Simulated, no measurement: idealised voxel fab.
The process module presented herein is designated voxel self aligned contacts.
Square cell edge 5 nm, section width 250 nm, ID cut.
When this document writes out a cross-section, it uses a grid of square cells and lists it as bands, beginning at the top and moving down, with a band standing for one or more rows of cells.
First you get the band's top height and its bottom height, in nm, and then the materials it's made of, left to right, with each width in nm. If you see a single material with "edge to edge", that one covers the band edge to edge. "blank" is empty space.
Where do heights start? At 0: under that level the wafer as delivered is made of one material only. And the lowest band has no floor; it just carries on downward, as in "0..down".
Think of "30->40" as a width that walks from the first number to the second as you go down the band, top row to bottom row, taking equal-sized steps from row to row.
For the purposes of this document, the phrase "stayed the same" attached to a step denotes that no cell within the cross-section was modified by that step.
"Fully sealed cavities" enumerates empty spaces isolated from the top, with no open way to it, that contain at least 8 cells, giving each as width x height at distance from the left edge, all three in nm.
On each step's line, the part that comes after the settings is the simulator's own comment on the step.
Each step line may optionally specify "overlay nm", which for a step with a mask gives the rightward distance between the mask's planned place and where it lay, a negative value indicating the leftward direction.
[The planned process steps are enumerated hereunder]
1. RECEIVE with material Si
2. OXIDIZE with depth nm 5
3. DIRECTIONAL_DEP with material polySi, thk nm 30
4. DIRECTIONAL_DEP with material SiN, thk nm 20
5. PATTERN with tone cover, mask id GATE, material resist, width nm 25, pitch nm 60, thk nm 15, overlay nm 0
6. DIRECTIONAL_ETCH with etch materials SiN, depth nm 20
7. DIRECTIONAL_ETCH with etch materials polySi, depth nm 30
8. STRIP with etch materials resist
9. CONFORMAL_DEP with material SiN, thk nm 10
10. DIRECTIONAL_ETCH with etch materials SiN, depth nm 10
11. FILL_DEP with material SiO2, thk nm 10
12. CMP with height nm 55
13. DIRECTIONAL_DEP with material aC, thk nm 15
14. PATTERN with tone open, mask id CONTACT, material resist, width nm 45, thk nm 35, overlay nm 0
15. DIRECTIONAL_ETCH with etch materials aC, depth nm 15
16. STRIP with etch materials resist
17. DIRECTIONAL_ETCH with etch materials SiO2, depth nm 60
18. STRIP with etch materials aC
19. CONFORMAL_DEP with material TiN, thk nm 5
20. FILL_DEP with material W, thk nm 10
21. CMP with height nm 55
22. CONFORMAL_DEP with material SiCN, thk nm 5
[Delivered wafer in cross-section: state after step 1]
* 0..down | Si edge to edge
* Fully sealed cavities: none
[Cross-sectional image of the first of two wafers at the end of the module, the run having proceeded as planned]
* 60..55 | SiCN edge to edge
* 55..50 | SiO2 100  TiN 20  W 5  TiN 20  SiO2 105
* 50..30 | SiO2 70  SiN 45  TiN 5  W 5  TiN 5  SiN 45  SiO2 75
* 30..0 | SiO2 70  SiN 10  polySi 25  SiN 10  TiN 5  W 5  TiN 5  SiN 10  polySi 25  SiN 10  SiO2 75
* 0..-5 | SiO2 115  TiN 15  SiO2 120
* -5..down | Si edge to edge
* Fully sealed cavities: none
[Presented here is a cross-section of the second of the two wafers as it stood at the end of the module. It was started in the same manner and assigned the same plan as the first wafer; however, one mistake was made in its execution]
* 60..55 | SiCN edge to edge
* 55..50 | SiO2 100  SiCN 20  W 5  SiCN 20  SiO2 105
* 50..30 | SiO2 70  SiN 45  SiCN 5  W 5  SiCN 5  SiN 45  SiO2 75
* 30..0 | SiO2 70  SiN 10  polySi 25  SiN 10  SiCN 5  W 5  SiCN 5  SiN 10  polySi 25  SiN 10  SiO2 75
* 0..-5 | SiO2 115  SiCN 15  SiO2 120
* -5..down | Si edge to edge
* Fully sealed cavities: none
Which mistake was made when the wafer was run? step 19, actual vs plan mismatch, actual run CONFORMAL_DEP with material SiCN, thk nm 5
The second wafer ends with more or fewer cells of some materials than the first, per final count: SiCN +31 | TiN -31
